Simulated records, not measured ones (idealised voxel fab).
Process module heading - voxel trench capacitor
FYI the section here is cut, 235 nm wide, cells are 5 nm squares.
Reading order for cross-sections: top band down to bottom band. Underlying form: a grid of square cells. Band size: one or more rows of cells. Quick guide to a band line: top height, bottom height (nm) up front; then every material left to right with its width in nm. Only one material and it's marked "everywhere"? Then it fills the band edge to edge. And "empty" just means empty space. Height datum 0, below which the as-received substrate wafer is one material. Lowest band open at the bottom, running downward: "0 and below". So if you see something like "30..40" for the width, read it as the top row of the band sitting at the first number and the bottom row at the second, with every row in between moving by the same amount as the last. Step marked "nothing changed"? Then no cell in the cross-section changed in it. Voids not open to the top, 8 cells minimum: see "Catalogued sealed voids". Written width x height at distance; distance is from the left edge; nm. Read whatever lies past the settings on a step's line as the simulator's own remark about the step. overlay nm, on a step with a mask: how far to the right of its planned place the mask lay; to the left if negative.

This section lists the process steps that were planned
| 1 | RECEIVE with material Si |
| 2 | CONFORMAL_DEP with material SiN, thk nm 5 |
| 3 | MASKED_ETCH with tone open, mask id TRENCH, width nm 25, pitch nm 55, etch materials SiN, depth nm 5, overlay nm 0 |
| 4 | MASKED_ETCH with tone open, mask id TRENCH, width nm 25, pitch nm 55, etch materials Si, depth nm 40, overlay nm 0 |
| 5 | CONFORMAL_DEP with material Al2O3, thk nm 5 |
| 6 | FILL_DEP with material polySi, thk nm 10 |
| 7 | CMP with height nm 5 |

Here's what the wafer looked like in cross-section when it arrived - that's after step 1
- 0 and below  Si everywhere
- Catalogued sealed voids: none

What the wafer looks like in cross-section after this module, when it starts as shown above and follows the plan above but one mistake is made in running it
- 20 down to 10  polySi everywhere
- 10 down to 5  55 nm Al2O3 | 15 nm polySi | 40 nm Al2O3 | 15 nm polySi | 40 nm Al2O3 | 15 nm polySi | 55 nm Al2O3
- 5 down to 0  50 nm SiN | 5 nm Al2O3 | 15 nm polySi | 5 nm Al2O3 | 30 nm SiN | 5 nm Al2O3 | 15 nm polySi | 5 nm Al2O3 | 30 nm SiN | 5 nm Al2O3 | 15 nm polySi | 5 nm Al2O3 | 50 nm SiN
- 0 down to -35  50 nm Si | 5 nm Al2O3 | 15 nm polySi | 5 nm Al2O3 | 30 nm Si | 5 nm Al2O3 | 15 nm polySi | 5 nm Al2O3 | 30 nm Si | 5 nm Al2O3 | 15 nm polySi | 5 nm Al2O3 | 50 nm Si
- -35 down to -40  50 nm Si | 25 nm Al2O3 | 30 nm Si | 25 nm Al2O3 | 30 nm Si | 25 nm Al2O3 | 50 nm Si
- -40 and below  Si everywhere
- Catalogued sealed voids: none
Heads up, the wafer didn't run the way we planned it: yeah, step 7 of the plan got skipped, never ran
